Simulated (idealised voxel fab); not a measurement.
Title: Process Module voxel plated lines
FYI the section here is cut, 235 nm wide, cells are 5 nm squares.
How to read a cross-section here: the picture is a grid of square cells, written as bands going from the top down, and any band can span one or more rows of cells.
Each band's line starts with the height of the band's top and of its bottom, in nm. Then come its materials from left to right, each with its width in nm. One material with "full width" fills the band from edge to edge. "blank" is empty space.
We count height from 0. Below that, the starting wafer is all one material. The lowest band never ends at the bottom but goes on down; see "top 0, no bottom" for how that is written.
The width entry "30..40" should be interpreted row by row: the top row of cells in the band takes the first number, the bottom row takes the second number, and the change between adjacent rows is uniform throughout.
Take "left unchanged" at face value: in the step it is given for, the cross-section changed in none of its cells.
You'll see "Fully sealed voids" listing empty spaces that have no way open to the top, as long as they're 8 cells or more; the notation is width x height at distance, where the distance is from the left edge, and all of it is in nm.
What comes after the settings on a step's line is commentary from the simulator itself on that step.
overlay nm: mask offset rightward from planned place, masked step; negative means leftward offset.

The following list gives the planned process steps:
1 RECEIVE [material Si]
2 CONFORMAL_DEP [material Al2O3] [thk nm 5]
3 DIRECTIONAL_DEP [material TiN] [thk nm 5]
4 PATTERN [tone open] [mask id LINES] [material resist] [width nm 25] [pitch nm 55] [thk nm 30] [overlay nm 0]
5 EPI [material Ru] [thk nm 5]
6 EPI [material Ru] [thk nm 5]
7 STRIP [etch materials resist]
8 DIRECTIONAL_ETCH [etch materials TiN] [depth nm 5]
9 CONFORMAL_DEP [material SiN] [thk nm 10]

The first of a set of two wafers, run to plan:

Cross-section of the incoming wafer, state after step 1:
> top 0, no bottom | Si full width
> Fully sealed voids: none

Cross-section through the wafer, step 2 finished:
> top 5, bottom 0 | Al2O3 full width
> All layers under 0 are left as they were.

Cross-section through the wafer, step 3 finished:
> top 10, bottom 5 | TiN full width
> All layers under 5 are left as they were.

Cross-section through the wafer, step 4 finished:
> top 40, bottom 10 | resist 20 / blank 25 / resist 30 / blank 25 / resist 30 / blank 25 / resist 30 / blank 25 / resist 25
> All layers under 10 are left as they were.

Cross-section through the wafer, step 5 finished:
> top 40, bottom 15 | resist 20 / blank 25 / resist 30 / blank 25 / resist 30 / blank 25 / resist 30 / blank 25 / resist 25
> top 15, bottom 10 | resist 20 / Ru 25 / resist 30 / Ru 25 / resist 30 / Ru 25 / resist 30 / Ru 25 / resist 25
> All layers under 10 are left as they were.

Cross-section through the wafer, step 6 finished:
> top 40, bottom 20 | resist 20 / blank 25 / resist 30 / blank 25 / resist 30 / blank 25 / resist 30 / blank 25 / resist 25
> top 20, bottom 10 | resist 20 / Ru 25 / resist 30 / Ru 25 / resist 30 / Ru 25 / resist 30 / Ru 25 / resist 25
> All layers under 10 are left as they were.

Cross-section through the wafer, step 7 finished:
> top 20, bottom 10 | blank 20 / Ru 25 / blank 30 / Ru 25 / blank 30 / Ru 25 / blank 30 / Ru 25 / blank 25
> All layers under 10 are left as they were.

Cross-section through the wafer, step 8 finished:
> top 20, bottom 10 | blank 20 / Ru 25 / blank 30 / Ru 25 / blank 30 / Ru 25 / blank 30 / Ru 25 / blank 25
> top 10, bottom 5 | blank 20 / TiN 25 / blank 30 / TiN 25 / blank 30 / TiN 25 / blank 30 / TiN 25 / blank 25
> All layers under 5 are left as they were.

Cross-section through the wafer, step 9 finished:
> top 30, bottom 20 | blank 10 / SiN 45 / blank 10 / SiN 45 / blank 10 / SiN 45 / blank 10 / SiN 45 / blank 15
> top 20, bottom 15 | blank 10 / SiN 10 / Ru 25 / SiN 10 / blank 10 / SiN 10 / Ru 25 / SiN 10 / blank 10 / SiN 10 / Ru 25 / SiN 10 / blank 10 / SiN 10 / Ru 25 / SiN 10 / blank 15
> top 15, bottom 10 | SiN 20 / Ru 25 / SiN 30 / Ru 25 / SiN 30 / Ru 25 / SiN 30 / Ru 25 / SiN 25
> top 10, bottom 5 | SiN 20 / TiN 25 / SiN 30 / TiN 25 / SiN 30 / TiN 25 / SiN 30 / TiN 25 / SiN 25
> All layers under 5 are left as they were.

Notes, second wafer: start = first wafer's, plan = first wafer's, execution had one mistake; history identical to first through step 1:

Second wafer profile in section, at the moment step 2 of the plan was meant to be complete: left unchanged

Second wafer profile in section, at the moment step 3 of the plan was meant to be complete:
> top 5, bottom 0 | TiN full width
> All layers under 0 are left as they were.

Second wafer profile in section, at the moment step 4 of the plan was meant to be complete:
> top 35, bottom 5 | resist 20 / blank 25 / resist 30 / blank 25 / resist 30 / blank 25 / resist 30 / blank 25 / resist 25
> All layers under 5 are left as they were.

Second wafer profile in section, at the moment step 5 of the plan was meant to be complete:
> top 35, bottom 10 | resist 20 / blank 25 / resist 30 / blank 25 / resist 30 / blank 25 / resist 30 / blank 25 / resist 25
> top 10, bottom 5 | resist 20 / Ru 25 / resist 30 / Ru 25 / resist 30 / Ru 25 / resist 30 / Ru 25 / resist 25
> All layers under 5 are left as they were.

Second wafer profile in section, at the moment step 6 of the plan was meant to be complete:
> top 35, bottom 15 | resist 20 / blank 25 / resist 30 / blank 25 / resist 30 / blank 25 / resist 30 / blank 25 / resist 25
> top 15, bottom 5 | resist 20 / Ru 25 / resist 30 / Ru 25 / resist 30 / Ru 25 / resist 30 / Ru 25 / resist 25
> All layers under 5 are left as they were.

Second wafer profile in section, at the moment step 7 of the plan was meant to be complete:
> top 15, bottom 5 | blank 20 / Ru 25 / blank 30 / Ru 25 / blank 30 / Ru 25 / blank 30 / Ru 25 / blank 25
> All layers under 5 are left as they were.

Second wafer profile in section, at the moment step 8 of the plan was meant to be complete:
> top 15, bottom 5 | blank 20 / Ru 25 / blank 30 / Ru 25 / blank 30 / Ru 25 / blank 30 / Ru 25 / blank 25
> top 5, bottom 0 | blank 20 / TiN 25 / blank 30 / TiN 25 / blank 30 / TiN 25 / blank 30 / TiN 25 / blank 25
> All layers under 0 are left as they were.

Second wafer profile in section, at the moment step 9 of the plan was meant to be complete:
> top 25, bottom 15 | blank 10 / SiN 45 / blank 10 / SiN 45 / blank 10 / SiN 45 / blank 10 / SiN 45 / blank 15
> top 15, bottom 10 | blank 10 / SiN 10 / Ru 25 / SiN 10 / blank 10 / SiN 10 / Ru 25 / SiN 10 / blank 10 / SiN 10 / Ru 25 / SiN 10 / blank 10 / SiN 10 / Ru 25 / SiN 10 / blank 15
> top 10, bottom 5 | SiN 20 / Ru 25 / SiN 30 / Ru 25 / SiN 30 / Ru 25 / SiN 30 / Ru 25 / SiN 25
> top 5, bottom 0 | SiN 20 / TiN 25 / SiN 30 / TiN 25 / SiN 30 / TiN 25 / SiN 30 / TiN 25 / SiN 25
> All layers under 0 are left as they were.
Heads up, the wafer didn't run the way we planned it: the run left out plan step 2 entirely, so it was never executed
Final cells, second wafer relative to first, materials higher or lower: Al2O3 -47
